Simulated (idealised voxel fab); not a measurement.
Proc. module: voxel transistor to metal
Section shown: cut. Width: 275 nm. Cell size: 5 nm, square.
Cross-section = grid of square cells, listed top down in bands; band = one or more rows.
The entry gives the band's vertical extent as a top height and a bottom height in nm, then its horizontal make-up as materials from left to right, each with a width in nm. "blank" stands for empty space; a single material marked "edge to edge" fills the band edge to edge.
The reference from which all heights are counted is 0, the level beneath which the as-received wafer is entirely one material; the lowest band, having no lower bound, proceeds downward and is written after the example "top 0, no bottom".
Think of "30..40" as a width that walks from the first number to the second as you go down the band, top row to bottom row, taking equal-sized steps from row to row.
Step marked "stayed the same"? Then no cell in the cross-section changed in it.
"Enclosed void listing" contains a list of empty spaces, each no smaller than 8 cells and without an open way to the top, written in the form width x height at distance with the distance from the left edge and all three in nm.
Past the settings on a step's line: simulator remark, on that step.
overlay nm, on a step with a mask: how far to the right of its planned place the mask lay; to the left if negative
So the way this works: pairs, before and after one process step. The after picture only goes down to the lowest band that actually changed, nothing below. Step and its settings are under each pair. And watch out, pairs might come from different runs of this module, same starting wafer though, so a pair only follows on from the one above if its "Before the step" entry tells you so.

# Before the step
> top 55, bottom 40 | SiO2 45 nm, blank 25 nm, SiO2 25 nm, blank 25 nm, SiO2 35 nm, blank 25 nm, SiO2 25 nm, blank 25 nm, SiO2 45 nm
> top 40, bottom 30 | SiO2 45 nm, blank 20 nm, SiN 10 nm, SiCN 15 nm, SiN 10 nm, blank 20 nm, SiO2 35 nm, blank 20 nm, SiN 10 nm, SiCN 15 nm, SiN 10 nm, blank 20 nm, SiO2 45 nm
> top 30, bottom 15 | SiO2 45 nm, blank 20 nm, SiN 10 nm, polySi 15 nm, SiN 10 nm, blank 20 nm, SiO2 35 nm, blank 20 nm, SiN 10 nm, polySi 15 nm, SiN 10 nm, blank 20 nm, SiO2 45 nm
> top 15, bottom 5 | SiO2 40 nm, nSi 25 nm, SiN 10 nm, polySi 15 nm, SiN 10 nm, nSi 30 nm, SiO2 20 nm, nSi 25 nm, SiN 10 nm, polySi 15 nm, SiN 10 nm, nSi 30 nm, SiO2 35 nm
> top 5, bottom 0 | SiO2 40 nm, SiN 10 nm, nSi 15 nm, SiN 10 nm, polySi 15 nm, SiN 10 nm, nSi 20 nm, SiN 10 nm, SiO2 20 nm, SiN 10 nm, nSi 15 nm, SiN 10 nm, polySi 15 nm, SiN 10 nm, nSi 20 nm, SiN 10 nm, SiO2 35 nm
> top 0, bottom -5 | SiO2 50 nm, nSi 15 nm, SiO2 35 nm, nSi 20 nm, SiO2 40 nm, nSi 15 nm, SiO2 35 nm, nSi 20 nm, SiO2 45 nm
> top -5, bottom -20 | SiO2 45 nm, Si 5 nm, nSi 15 nm, Si 35 nm, nSi 20 nm, Si 5 nm, SiO2 30 nm, Si 5 nm, nSi 15 nm, Si 35 nm, nSi 20 nm, Si 5 nm, SiO2 40 nm
> top -20, bottom -25 | SiO2 45 nm, Si 80 nm, SiO2 30 nm, Si 80 nm, SiO2 40 nm
> top -25, no bottom | Si edge to edge
> Enclosed void listing: none

# after
> top 60, bottom 55 | TiN 50 nm, blank 15 nm, TiN 35 nm, blank 15 nm, TiN 45 nm, blank 15 nm, TiN 35 nm, blank 15 nm, TiN 50 nm
> top 55, bottom 45 | SiO2 45 nm, TiN 5 nm, blank 15 nm, TiN 5 nm, SiO2 25 nm, TiN 5 nm, blank 15 nm, TiN 5 nm, SiO2 35 nm, TiN 5 nm, blank 15 nm, TiN 5 nm, SiO2 25 nm, TiN 5 nm, blank 15 nm, TiN 5 nm, SiO2 45 nm
> top 45, bottom 40 | SiO2 45 nm, TiN 5 nm, blank 10 nm, TiN 10 nm, SiO2 25 nm, TiN 10 nm, blank 10 nm, TiN 5 nm, SiO2 35 nm, TiN 5 nm, blank 10 nm, TiN 10 nm, SiO2 25 nm, TiN 10 nm, blank 10 nm, TiN 5 nm, SiO2 45 nm
> top 40, bottom 30 | SiO2 45 nm, TiN 5 nm, blank 10 nm, TiN 5 nm, SiN 10 nm, SiCN 15 nm, SiN 10 nm, TiN 5 nm, blank 10 nm, TiN 5 nm, SiO2 35 nm, TiN 5 nm, blank 10 nm, TiN 5 nm, SiN 10 nm, SiCN 15 nm, SiN 10 nm, TiN 5 nm, blank 10 nm, TiN 5 nm, SiO2 45 nm
> top 30, bottom 20 | SiO2 45 nm, TiN 5 nm, blank 10 nm, TiN 5 nm, SiN 10 nm, polySi 15 nm, SiN 10 nm, TiN 5 nm, blank 10 nm, TiN 5 nm, SiO2 35 nm, TiN 5 nm, blank 10 nm, TiN 5 nm, SiN 10 nm, polySi 15 nm, SiN 10 nm, TiN 5 nm, blank 10 nm, TiN 5 nm, SiO2 45 nm
> top 20, bottom 15 | SiO2 45 nm, TiN 20 nm, SiN 10 nm, polySi 15 nm, SiN 10 nm, TiN 20 nm, SiO2 35 nm, TiN 20 nm, SiN 10 nm, polySi 15 nm, SiN 10 nm, TiN 20 nm, SiO2 45 nm
> For the remainder of the cross-section, below 15, there is no change.
> Enclosed void listing: none
Step, before to after (see cross-sections above): CONFORMAL_DEP (material TiN; thk nm 5)

Before the step: unchanged from the after cross-section in the pair immediately above; refer to that figure.

# after
> top 65, bottom 60 | W edge to edge
> top 60, bottom 55 | TiN 50 nm, W 15 nm, TiN 35 nm, W 15 nm, TiN 45 nm, W 15 nm, TiN 35 nm, W 15 nm, TiN 50 nm
> top 55, bottom 45 | SiO2 45 nm, TiN 5 nm, W 15 nm, TiN 5 nm, SiO2 25 nm, TiN 5 nm, W 15 nm, TiN 5 nm, SiO2 35 nm, TiN 5 nm, W 15 nm, TiN 5 nm, SiO2 25 nm, TiN 5 nm, W 15 nm, TiN 5 nm, SiO2 45 nm
> top 45, bottom 40 | SiO2 45 nm, TiN 5 nm, W 10 nm, TiN 10 nm, SiO2 25 nm, TiN 10 nm, W 10 nm, TiN 5 nm, SiO2 35 nm, TiN 5 nm, W 10 nm, TiN 10 nm, SiO2 25 nm, TiN 10 nm, W 10 nm, TiN 5 nm, SiO2 45 nm
> top 40, bottom 30 | SiO2 45 nm, TiN 5 nm, W 10 nm, TiN 5 nm, SiN 10 nm, SiCN 15 nm, SiN 10 nm, TiN 5 nm, W 10 nm, TiN 5 nm, SiO2 35 nm, TiN 5 nm, W 10 nm, TiN 5 nm, SiN 10 nm, SiCN 15 nm, SiN 10 nm, TiN 5 nm, W 10 nm, TiN 5 nm, SiO2 45 nm
> top 30, bottom 20 | SiO2 45 nm, TiN 5 nm, W 10 nm, TiN 5 nm, SiN 10 nm, polySi 15 nm, SiN 10 nm, TiN 5 nm, W 10 nm, TiN 5 nm, SiO2 35 nm, TiN 5 nm, W 10 nm, TiN 5 nm, SiN 10 nm, polySi 15 nm, SiN 10 nm, TiN 5 nm, W 10 nm, TiN 5 nm, SiO2 45 nm
> For the remainder of the cross-section, below 20, there is no change.
> Enclosed void listing: none
Step, before to after (see cross-sections above): FILL_DEP (material W; thk nm 5)

Before the step: unchanged from the after cross-section in the pair immediately above; refer to that figure.

# after
> top 55, bottom 45 | SiO2 45 nm, TiN 5 nm, W 15 nm, TiN 5 nm, SiO2 25 nm, TiN 5 nm, W 15 nm, TiN 5 nm, SiO2 35 nm, TiN 5 nm, W 15 nm, TiN 5 nm, SiO2 25 nm, TiN 5 nm, W 15 nm, TiN 5 nm, SiO2 45 nm
> For the remainder of the cross-section, below 45, there is no change.
> Enclosed void listing: none
Step, before to after (see cross-sections above): CMP (height nm 55)

Before the step: unchanged from the after cross-section in the pair immediately above; refer to that figure.

# after
> top 60, bottom 55 | TiN edge to edge
> For the remainder of the cross-section, below 55, there is no change.
> Enclosed void listing: none
Step, before to after (see cross-sections above): DIRECTIONAL_DEP (material TiN; thk nm 5)

Before the step: unchanged from the after cross-section in the pair immediately above; refer to that figure.

# after
> top 85, bottom 60 | Ru edge to edge
> For the remainder of the cross-section, below 60, there is no change.
> Enclosed void listing: none
Step, before to after (see cross-sections above): DIRECTIONAL_DEP (material Ru; thk nm 25)

Before the step: unchanged from the after cross-section in the pair immediately above; refer to that figure.

# after
> top 85, bottom 60 | blank 45 nm, Ru 15 nm, blank 45 nm, Ru 15 nm, blank 35 nm, Ru 15 nm, blank 45 nm, Ru 15 nm, blank 45 nm
> For the remainder of the cross-section, below 60, there is no change.
> Enclosed void listing: none
Step, before to after (see cross-sections above): MASKED_ETCH (tone cover; mask id METAL_1; width nm 15; etch materials Ru; depth nm 25; overlay nm 0)

Before the step: unchanged from the after cross-section in the pair immediately above; refer to that figure.

# after
> top 85, bottom 60 | blank 45 nm, Ru 15 nm, blank 45 nm, Ru 15 nm, blank 35 nm, Ru 15 nm, blank 45 nm, Ru 15 nm, blank 45 nm
> top 60, bottom 55 | blank 45 nm, TiN 15 nm, blank 45 nm, TiN 15 nm, blank 35 nm, TiN 15 nm, blank 45 nm, TiN 15 nm, blank 45 nm
> For the remainder of the cross-section, below 55, there is no change.
> Enclosed void listing: none
Step, before to after (see cross-sections above): MASKED_ETCH (tone cover; mask id METAL_1; width nm 15; etch materials TiN; depth nm 5; overlay nm 0)

Before the step: unchanged from the after cross-section in the pair immediately above; refer to that figure.

# after
> top 90, bottom 85 | blank 40 nm, SiCN 25 nm, blank 35 nm, SiCN 25 nm, blank 25 nm, SiCN 25 nm, blank 35 nm, SiCN 25 nm, blank 40 nm
> top 85, bottom 60 | blank 40 nm, SiCN 5 nm, Ru 15 nm, SiCN 5 nm, blank 35 nm, SiCN 5 nm, Ru 15 nm, SiCN 5 nm, blank 25 nm, SiCN 5 nm, Ru 15 nm, SiCN 5 nm, blank 35 nm, SiCN 5 nm, Ru 15 nm, SiCN 5 nm, blank 40 nm
> top 60, bottom 55 | SiCN 45 nm, TiN 15 nm, SiCN 45 nm, TiN 15 nm, SiCN 35 nm, TiN 15 nm, SiCN 45 nm, TiN 15 nm, SiCN 45 nm
> For the remainder of the cross-section, below 55, there is no change.
> Enclosed void listing: none
Step, before to after (see cross-sections above): CONFORMAL_DEP (material SiCN; thk nm 5)

Before the step: unchanged from the after cross-section in the pair immediately above; refer to that figure.

# after
> top 95, bottom 90 | SiO2 edge to edge
> top 90, bottom 85 | SiO2 40 nm, SiCN 25 nm, SiO2 35 nm, SiCN 25 nm, SiO2 25 nm, SiCN 25 nm, SiO2 35 nm, SiCN 25 nm, SiO2 40 nm
> top 85, bottom 60 | SiO2 40 nm, SiCN 5 nm, Ru 15 nm, SiCN 5 nm, SiO2 35 nm, SiCN 5 nm, Ru 15 nm, SiCN 5 nm, SiO2 25 nm, SiCN 5 nm, Ru 15 nm, SiCN 5 nm, SiO2 35 nm, SiCN 5 nm, Ru 15 nm, SiCN 5 nm, SiO2 40 nm
> For the remainder of the cross-section, below 60, there is no change.
> Enclosed void listing: none
Step, before to after (see cross-sections above): FILL_DEP (material SiO2; thk nm 5)

Before the step: unchanged from the after cross-section in the pair immediately above; refer to that figure.

# after
> top 85, bottom 60 | SiO2 40 nm, SiCN 5 nm, Ru 15 nm, SiCN 5 nm, SiO2 35 nm, SiCN 5 nm, Ru 15 nm, SiCN 5 nm, SiO2 25 nm, SiCN 5 nm, Ru 15 nm, SiCN 5 nm, SiO2 35 nm, SiCN 5 nm, Ru 15 nm, SiCN 5 nm, SiO2 40 nm
> For the remainder of the cross-section, below 60, there is no change.
> Enclosed void listing: none
Step, before to after (see cross-sections above): CMP (height nm 85)

Before the step: unchanged from the after cross-section in the pair immediately above; refer to that figure.

# after
> top 90, bottom 85 | SiCN edge to edge
> For the remainder of the cross-section, below 85, there is no change.
> Enclosed void listing: none
Step, before to after (see cross-sections above): CONFORMAL_DEP (material SiCN; thk nm 5)

Before the step: unchanged from the after cross-section in the pair immediately above; refer to that figure.

# after
> top 120, bottom 90 | SiO2 edge to edge
> For the remainder of the cross-section, below 90, there is no change.
> Enclosed void listing: none
Step, before to after (see cross-sections above): DIRECTIONAL_DEP (material SiO2; thk nm 30)

Before the step: unchanged from the after cross-section in the pair immediately above; refer to that figure.

# after
> top 135, bottom 120 | aC edge to edge
> For the remainder of the cross-section, below 120, there is no change.
> Enclosed void listing: none
Step, before to after (see cross-sections above): DIRECTIONAL_DEP (material aC; thk nm 15)

Before the step: unchanged from the after cross-section in the pair immediately above; refer to that figure.

# after
> top 165, bottom 135 | resist 45 nm, blank 15 nm, resist 95 nm, blank 15 nm, resist 105 nm
> For the remainder of the cross-section, below 135, there is no change.
> Enclosed void listing: none
Step, before to after (see cross-sections above): PATTERN (tone open; mask id METAL_2; material resist; width nm 15; pitch nm 110; thk nm 30; overlay nm 0)

Before the step: unchanged from the after cross-section in the pair immediately above; refer to that figure.

# after
> top 150, bottom 135 | resist 45 nm, blank 15 nm, resist 95 nm, blank 15 nm, resist 105 nm
> top 135, bottom 120 | aC 45 nm, blank 15 nm, aC 95 nm, blank 15 nm, aC 105 nm
> For the remainder of the cross-section, below 120, there is no change.
> Enclosed void listing: none
Step, before to after (see cross-sections above): DIRECTIONAL_ETCH (etch materials aC; depth nm 15)

Before the step: unchanged from the after cross-section in the pair immediately above; refer to that figure.

# after
> top 135, bottom 120 | aC 45 nm, blank 15 nm, aC 95 nm, blank 15 nm, aC 105 nm
> For the remainder of the cross-section, below 120, there is no change.
> Enclosed void listing: none
Step, before to after (see cross-sections above): STRIP (etch materials resist)

Before the step: unchanged from the after cross-section in the pair immediately above; refer to that figure.

# after
> top 135, bottom 120 | aC 45 nm, blank 15 nm, aC 95 nm, blank 15 nm, aC 105 nm
> top 120, bottom 105 | SiO2 45 nm, blank 15 nm, SiO2 95 nm, blank 15 nm, SiO2 105 nm
> For the remainder of the cross-section, below 105, there is no change.
> Enclosed void listing: none
Step, before to after (see cross-sections above): DIRECTIONAL_ETCH (etch materials SiO2; depth nm 15)

Before the step: unchanged from the after cross-section in the pair immediately above; refer to that figure.

# after
> top 120, bottom 105 | SiO2 45 nm, blank 15 nm, SiO2 95 nm, blank 15 nm, SiO2 105 nm
> For the remainder of the cross-section, below 105, there is no change.
> Enclosed void listing: none
Step, before to after (see cross-sections above): STRIP (etch materials aC)

Before the step: unchanged from the after cross-section in the pair immediately above; refer to that figure.

# after
> top 135, bottom 120 | aC 45 nm, blank 15 nm, aC 95 nm, blank 15 nm, aC 105 nm
> top 120, bottom 105 | SiO2 45 nm, aC 15 nm, SiO2 95 nm, aC 15 nm, SiO2 105 nm
> For the remainder of the cross-section, below 105, there is no change.
> Enclosed void listing: none
Step, before to after (see cross-sections above): DIRECTIONAL_DEP (material aC; thk nm 15)

Before the step: unchanged from the after cross-section in the pair immediately above; refer to that figure.

# after
> top 170, bottom 135 | resist 45 nm, blank 15 nm, resist 95 nm, blank 15 nm, resist 105 nm
> For the remainder of the cross-section, below 135, there is no change.
> Enclosed void listing: none
Step, before to after (see cross-sections above): PATTERN (tone open; mask id METAL_2_HOLES; material resist; width nm 15; pitch nm 110; thk nm 35; overlay nm 0)

Before the step: unchanged from the after cross-section in the pair immediately above; refer to that figure.

# after
> top 155, bottom 135 | resist 45 nm, blank 15 nm, resist 95 nm, blank 15 nm, resist 105 nm
> top 135, bottom 120 | aC 45 nm, blank 15 nm, aC 95 nm, blank 15 nm, aC 105 nm
> top 120, bottom 105 | SiO2 45 nm, blank 15 nm, SiO2 95 nm, blank 15 nm, SiO2 105 nm
> For the remainder of the cross-section, below 105, there is no change.
> Enclosed void listing: none
Step, before to after (see cross-sections above): DIRECTIONAL_ETCH (etch materials aC; depth nm 15)

Before the step: unchanged from the after cross-section in the pair immediately above; refer to that figure.

# after
> top 135, bottom 120 | aC 45 nm, blank 15 nm, aC 95 nm, blank 15 nm, aC 105 nm
> For the remainder of the cross-section, below 120, there is no change.
> Enclosed void listing: none
Step, before to after (see cross-sections above): STRIP (etch materials resist)

Before the step: unchanged from the after cross-section in the pair immediately above; refer to that figure.

# after
> top 135, bottom 120 | aC 45 nm, blank 15 nm, aC 95 nm, blank 15 nm, aC 105 nm
> top 120, bottom 90 | SiO2 45 nm, blank 15 nm, SiO2 95 nm, blank 15 nm, SiO2 105 nm
> For the remainder of the cross-section, below 90, there is no change.
> Enclosed void listing: none
Step, before to after (see cross-sections above): DIRECTIONAL_ETCH (etch materials SiO2; depth nm 15)

Before the step: unchanged from the after cross-section in the pair immediately above; refer to that figure.

# after
> top 135, bottom 120 | aC 45 nm, blank 15 nm, aC 95 nm, blank 15 nm, aC 105 nm
> top 120, bottom 90 | SiO2 45 nm, blank 15 nm, SiO2 95 nm, blank 15 nm, SiO2 105 nm
> top 90, bottom 85 | SiCN 45 nm, blank 15 nm, SiCN 95 nm, blank 15 nm, SiCN 105 nm
> For the remainder of the cross-section, below 85, there is no change.
> Enclosed void listing: none
Step, before to after (see cross-sections above): DIRECTIONAL_ETCH (etch materials SiCN; depth nm 5)

Before the step: unchanged from the after cross-section in the pair immediately above; refer to that figure.

# after
> top 120, bottom 90 | SiO2 45 nm, blank 15 nm, SiO2 95 nm, blank 15 nm, SiO2 105 nm
> For the remainder of the cross-section, below 90, there is no change.
> Enclosed void listing: none
Step, before to after (see cross-sections above): STRIP (etch materials aC)

Before the step: unchanged from the after cross-section in the pair immediately above; refer to that figure.

# after
> top 125, bottom 120 | TiN 50 nm, blank 5 nm, TiN 105 nm, blank 5 nm, TiN 110 nm
> top 120, bottom 90 | SiO2 45 nm, TiN 5 nm, blank 5 nm, TiN 5 nm, SiO2 95 nm, TiN 5 nm, blank 5 nm, TiN 5 nm, SiO2 105 nm
> top 90, bottom 85 | SiCN 45 nm, TiN 15 nm, SiCN 95 nm, TiN 15 nm, SiCN 105 nm
> For the remainder of the cross-section, below 85, there is no change.
> Enclosed void listing: none
Step, before to after (see cross-sections above): CONFORMAL_DEP (material TiN; thk nm 5)

Before the step: unchanged from the after cross-section in the pair immediately above; refer to that figure.

# after
> top 130, bottom 125 | Ru edge to edge
> top 125, bottom 120 | TiN 50 nm, Ru 5 nm, TiN 105 nm, Ru 5 nm, TiN 110 nm
> top 120, bottom 90 | SiO2 45 nm, TiN 5 nm, Ru 5 nm, TiN 5 nm, SiO2 95 nm, TiN 5 nm, Ru 5 nm, TiN 5 nm, SiO2 105 nm
> For the remainder of the cross-section, below 90, there is no change.
> Enclosed void listing: none
Step, before to after (see cross-sections above): FILL_DEP (material Ru; thk nm 5)

Before the step: unchanged from the after cross-section in the pair immediately above; refer to that figure.

# after
> top 120, bottom 90 | SiO2 45 nm, TiN 5 nm, Ru 5 nm, TiN 5 nm, SiO2 95 nm, TiN 5 nm, Ru 5 nm, TiN 5 nm, SiO2 105 nm
> For the remainder of the cross-section, below 90, there is no change.
> Enclosed void listing: none
Step, before to after (see cross-sections above): CMP (height nm 120)

Before the step: unchanged from the after cross-section in the pair immediately above; refer to that figure.

# after
> top 125, bottom 120 | SiCN edge to edge
> For the remainder of the cross-section, below 120, there is no change.
> Enclosed void listing: none
Step, before to after (see cross-sections above): CONFORMAL_DEP (material SiCN; thk nm 5)

# Before the step
> top 40, bottom 35 | blank 75 nm, SiCN 15 nm, blank 95 nm, SiCN 15 nm, blank 75 nm
> top 35, bottom 30 | polySi 35 nm, blank 40 nm, SiCN 15 nm, blank 40 nm, polySi 15 nm, blank 40 nm, SiCN 15 nm, blank 40 nm, polySi 35 nm
> top 30, bottom 5 | polySi edge to edge
> top 5, bottom 0 | SiO2 35 nm, polySi 95 nm, SiO2 15 nm, polySi 95 nm, SiO2 35 nm
> top 0, bottom -5 | SiO2 edge to edge
> top -5, bottom -25 | SiO2 40 nm, Si 85 nm, SiO2 25 nm, Si 85 nm, SiO2 40 nm
> top -25, no bottom | Si edge to edge
> Enclosed void listing: none

# after
> top 40, bottom 30 | blank 75 nm, SiCN 15 nm, blank 95 nm, SiCN 15 nm, blank 75 nm
> top 30, bottom 5 | blank 65 nm, polySi 25 nm, blank 85 nm, polySi 25 nm, blank 75 nm
> top 5, bottom 0 | SiO2 35 nm, blank 30 nm, polySi 25 nm, blank 40 nm, SiO2 15 nm, blank 30 nm, polySi 25 nm, blank 40 nm, SiO2 35 nm
> For the remainder of the cross-section, below 0, there is no change.
> Enclosed void listing: none
Step, before to after (see cross-sections above): MASKED_ETCH (tone cover; mask id GATE; width nm 15; pitch nm 110; etch materials polySi; depth nm 40; overlay nm -10)

Before the step: unchanged from the after cross-section in the pair immediately above; refer to that figure.

# after
> top 50, bottom 40 | blank 65 nm, SiN 35 nm, blank 75 nm, SiN 35 nm, blank 65 nm
> top 40, bottom 30 | blank 55 nm, SiN 20 nm, SiCN 15 nm, SiN 10 nm, blank 65 nm, SiN 20 nm, SiCN 15 nm, SiN 10 nm, blank 65 nm
> top 30, bottom 15 | blank 55 nm, SiN 10 nm, polySi 25 nm, SiN 10 nm, blank 65 nm, SiN 10 nm, polySi 25 nm, SiN 10 nm, blank 65 nm
> top 15, bottom 10 | SiN 45 nm, blank 10 nm, SiN 10 nm, polySi 25 nm, SiN 10 nm, blank 20 nm, SiN 35 nm, blank 10 nm, SiN 10 nm, polySi 25 nm, SiN 10 nm, blank 20 nm, SiN 45 nm
> top 10, bottom 5 | SiN 65 nm, polySi 25 nm, SiN 85 nm, polySi 25 nm, SiN 75 nm
> top 5, bottom 0 | SiO2 35 nm, SiN 30 nm, polySi 25 nm, SiN 40 nm, SiO2 15 nm, SiN 30 nm, polySi 25 nm, SiN 40 nm, SiO2 35 nm
> For the remainder of the cross-section, below 0, there is no change.
> Enclosed void listing: none
Step, before to after (see cross-sections above): CONFORMAL_DEP (material SiN; thk nm 10)

Before the step: unchanged from the after cross-section in the pair immediately above; refer to that figure.

# after
> top 40, bottom 30 | blank 65 nm, SiN 10 nm, SiCN 15 nm, SiN 10 nm, blank 75 nm, SiN 10 nm, SiCN 15 nm, SiN 10 nm, blank 65 nm
> top 30, bottom 5 | blank 55 nm, SiN 10 nm, polySi 25 nm, SiN 10 nm, blank 65 nm, SiN 10 nm, polySi 25 nm, SiN 10 nm, blank 65 nm
> top 5, bottom 0 | SiO2 35 nm, SiN 10 nm, blank 10 nm, SiN 10 nm, polySi 25 nm, SiN 10 nm, blank 20 nm, SiN 10 nm, SiO2 15 nm, SiN 10 nm, blank 10 nm, SiN 10 nm, polySi 25 nm, SiN 10 nm, blank 20 nm, SiN 10 nm, SiO2 35 nm
> For the remainder of the cross-section, below 0, there is no change.
> Enclosed void listing: none
Step, before to after (see cross-sections above): DIRECTIONAL_ETCH (etch materials SiN; depth nm 10)

Before the step: unchanged from the after cross-section in the pair immediately above; refer to that figure.

# after
> top 40, bottom 30 | blank 65 nm, SiN 10 nm, SiCN 15 nm, SiN 10 nm, blank 75 nm, SiN 10 nm, SiCN 15 nm, SiN 10 nm, blank 65 nm
> top 30, bottom 5 | blank 55 nm, SiN 10 nm, polySi 25 nm, SiN 10 nm, blank 65 nm, SiN 10 nm, polySi 25 nm, SiN 10 nm, blank 65 nm
> top 5, bottom 0 | blank 35 nm, SiN 10 nm, blank 10 nm, SiN 10 nm, polySi 25 nm, SiN 10 nm, blank 20 nm, SiN 10 nm, blank 15 nm, SiN 10 nm, blank 10 nm, SiN 10 nm, polySi 25 nm, SiN 10 nm, blank 20 nm, SiN 10 nm, blank 35 nm
> top 0, bottom -5 | SiO2 45 nm, blank 10 nm, SiO2 45 nm, blank 20 nm, SiO2 35 nm, blank 10 nm, SiO2 45 nm, blank 20 nm, SiO2 45 nm
> For the remainder of the cross-section, below -5, there is no change.
> Enclosed void listing: none
Step, before to after (see cross-sections above): DIRECTIONAL_ETCH (etch materials SiO2; depth nm 5)

Before the step: unchanged from the after cross-section in the pair immediately above; refer to that figure.

# after
> top 40, bottom 30 | blank 65 nm, SiN 10 nm, SiCN 15 nm, SiN 10 nm, blank 75 nm, SiN 10 nm, SiCN 15 nm, SiN 10 nm, blank 65 nm
> top 30, bottom 5 | blank 55 nm, SiN 10 nm, polySi 25 nm, SiN 10 nm, blank 65 nm, SiN 10 nm, polySi 25 nm, SiN 10 nm, blank 65 nm
> top 5, bottom 0 | blank 35 nm, SiN 10 nm, blank 10 nm, SiN 10 nm, polySi 25 nm, SiN 10 nm, blank 20 nm, SiN 10 nm, blank 15 nm, SiN 10 nm, blank 10 nm, SiN 10 nm, polySi 25 nm, SiN 10 nm, blank 20 nm, SiN 10 nm, blank 35 nm
> top 0, bottom -5 | SiO2 45 nm, blank 10 nm, SiO2 45 nm, blank 20 nm, SiO2 35 nm, blank 10 nm, SiO2 45 nm, blank 20 nm, SiO2 45 nm
> top -5, bottom -20 | SiO2 40 nm, Si 5 nm, blank 10 nm, Si 45 nm, blank 20 nm, Si 5 nm, SiO2 25 nm, Si 5 nm, blank 10 nm, Si 45 nm, blank 20 nm, Si 5 nm, SiO2 40 nm
> For the remainder of the cross-section, below -20, there is no change.
> Enclosed void listing: none
Step, before to after (see cross-sections above): DIRECTIONAL_ETCH (etch materials Si; depth nm 15)

Before the step: unchanged from the after cross-section in the pair immediately above; refer to that figure.

# after
> top 40, bottom 30 | blank 65 nm, SiN 10 nm, SiCN 15 nm, SiN 10 nm, blank 75 nm, SiN 10 nm, SiCN 15 nm, SiN 10 nm, blank 65 nm
> top 30, bottom 15 | blank 55 nm, SiN 10 nm, polySi 25 nm, SiN 10 nm, blank 65 nm, SiN 10 nm, polySi 25 nm, SiN 10 nm, blank 65 nm
> top 15, bottom 5 | blank 35 nm, nSi 20 nm, SiN 10 nm, polySi 25 nm, SiN 10 nm, nSi 30 nm, blank 15 nm, nSi 20 nm, SiN 10 nm, polySi 25 nm, SiN 10 nm, nSi 30 nm, blank 35 nm
> top 5, bottom 0 | blank 35 nm, SiN 10 nm, nSi 10 nm, SiN 10 nm, polySi 25 nm, SiN 10 nm, nSi 20 nm, SiN 10 nm, blank 15 nm, SiN 10 nm, nSi 10 nm, SiN 10 nm, polySi 25 nm, SiN 10 nm, nSi 20 nm, SiN 10 nm, blank 35 nm
> top 0, bottom -5 | SiO2 45 nm, nSi 10 nm, SiO2 45 nm, nSi 20 nm, SiO2 35 nm, nSi 10 nm, SiO2 45 nm, nSi 20 nm, SiO2 45 nm
> top -5, bottom -20 | SiO2 40 nm, Si 5 nm, nSi 10 nm, Si 45 nm, nSi 20 nm, Si 5 nm, SiO2 25 nm, Si 5 nm, nSi 10 nm, Si 45 nm, nSi 20 nm, Si 5 nm, SiO2 40 nm
> For the remainder of the cross-section, below -20, there is no change.
> Enclosed void listing: none
Step, before to after (see cross-sections above): EPI (material nSi; thk nm 20)

Before the step: unchanged from the after cross-section in the pair immediately above; refer to that figure.

# after
> top 50, bottom 40 | SiO2 edge to edge
> top 40, bottom 30 | SiO2 65 nm, SiN 10 nm, SiCN 15 nm, SiN 10 nm, SiO2 75 nm, SiN 10 nm, SiCN 15 nm, SiN 10 nm, SiO2 65 nm
> top 30, bottom 15 | SiO2 55 nm, SiN 10 nm, polySi 25 nm, SiN 10 nm, SiO2 65 nm, SiN 10 nm, polySi 25 nm, SiN 10 nm, SiO2 65 nm
> top 15, bottom 5 | SiO2 35 nm, nSi 20 nm, SiN 10 nm, polySi 25 nm, SiN 10 nm, nSi 30 nm, SiO2 15 nm, nSi 20 nm, SiN 10 nm, polySi 25 nm, SiN 10 nm, nSi 30 nm, SiO2 35 nm
> top 5, bottom 0 | SiO2 35 nm, SiN 10 nm, nSi 10 nm, SiN 10 nm, polySi 25 nm, SiN 10 nm, nSi 20 nm, SiN 10 nm, SiO2 15 nm, SiN 10 nm, nSi 10 nm, SiN 10 nm, polySi 25 nm, SiN 10 nm, nSi 20 nm, SiN 10 nm, SiO2 35 nm
> For the remainder of the cross-section, below 0, there is no change.
> Enclosed void listing: none
Step, before to after (see cross-sections above): FILL_DEP (material SiO2; thk nm 10)

Before the step: unchanged from the after cross-section in the pair immediately above; refer to that figure.

# after
> top 40, bottom 30 | SiO2 65 nm, SiN 10 nm, SiCN 15 nm, SiN 10 nm, SiO2 75 nm, SiN 10 nm, SiCN 15 nm, SiN 10 nm, SiO2 65 nm
> For the remainder of the cross-section, below 30, there is no change.
> Enclosed void listing: none
Step, before to after (see cross-sections above): CMP (height nm 40)

Before the step: unchanged from the after cross-section in the pair immediately above; refer to that figure.

# after
> top 55, bottom 40 | SiO2 edge to edge
> For the remainder of the cross-section, below 40, there is no change.
> Enclosed void listing: none
Step, before to after (see cross-sections above): DIRECTIONAL_DEP (material SiO2; thk nm 15)

Before the step: unchanged from the after cross-section in the pair immediately above; refer to that figure.

# after
> top 75, bottom 55 | resist 45 nm, blank 25 nm, resist 25 nm, blank 25 nm, resist 35 nm, blank 25 nm, resist 25 nm, blank 25 nm, resist 45 nm
> For the remainder of the cross-section, below 55, there is no change.
> Enclosed void listing: none
Step, before to after (see cross-sections above): PATTERN (tone open; mask id CONTACT; material resist; width nm 25; thk nm 20; overlay nm 0)

Before the step: unchanged from the after cross-section in the pair immediately above; refer to that figure.

# after
> top 75, bottom 55 | resist 45 nm, blank 25 nm, resist 25 nm, blank 25 nm, resist 35 nm, blank 25 nm, resist 25 nm, blank 25 nm, resist 45 nm
> top 55, bottom 40 | SiO2 45 nm, blank 25 nm, SiO2 25 nm, blank 25 nm, SiO2 35 nm, blank 25 nm, SiO2 25 nm, blank 25 nm, SiO2 45 nm
> top 40, bottom 30 | SiO2 45 nm, blank 20 nm, SiN 10 nm, SiCN 15 nm, SiN 10 nm, blank 20 nm, SiO2 35 nm, blank 20 nm, SiN 10 nm, SiCN 15 nm, SiN 10 nm, blank 20 nm, SiO2 45 nm
> top 30, bottom 15 | SiO2 45 nm, blank 10 nm, SiN 10 nm, polySi 25 nm, SiN 10 nm, blank 20 nm, SiO2 35 nm, blank 10 nm, SiN 10 nm, polySi 25 nm, SiN 10 nm, blank 20 nm, SiO2 45 nm
> For the remainder of the cross-section, below 15, there is no change.
> Enclosed void listing: none
Step, before to after (see cross-sections above): DIRECTIONAL_ETCH (etch materials SiO2; depth nm 40)

Before the step: unchanged from the after cross-section in the pair immediately above; refer to that figure.

# after
> top 55, bottom 40 | SiO2 45 nm, blank 25 nm, SiO2 25 nm, blank 25 nm, SiO2 35 nm, blank 25 nm, SiO2 25 nm, blank 25 nm, SiO2 45 nm
> For the remainder of the cross-section, below 40, there is no change.
> Enclosed void listing: none
Step, before to after (see cross-sections above): STRIP (etch materials resist)
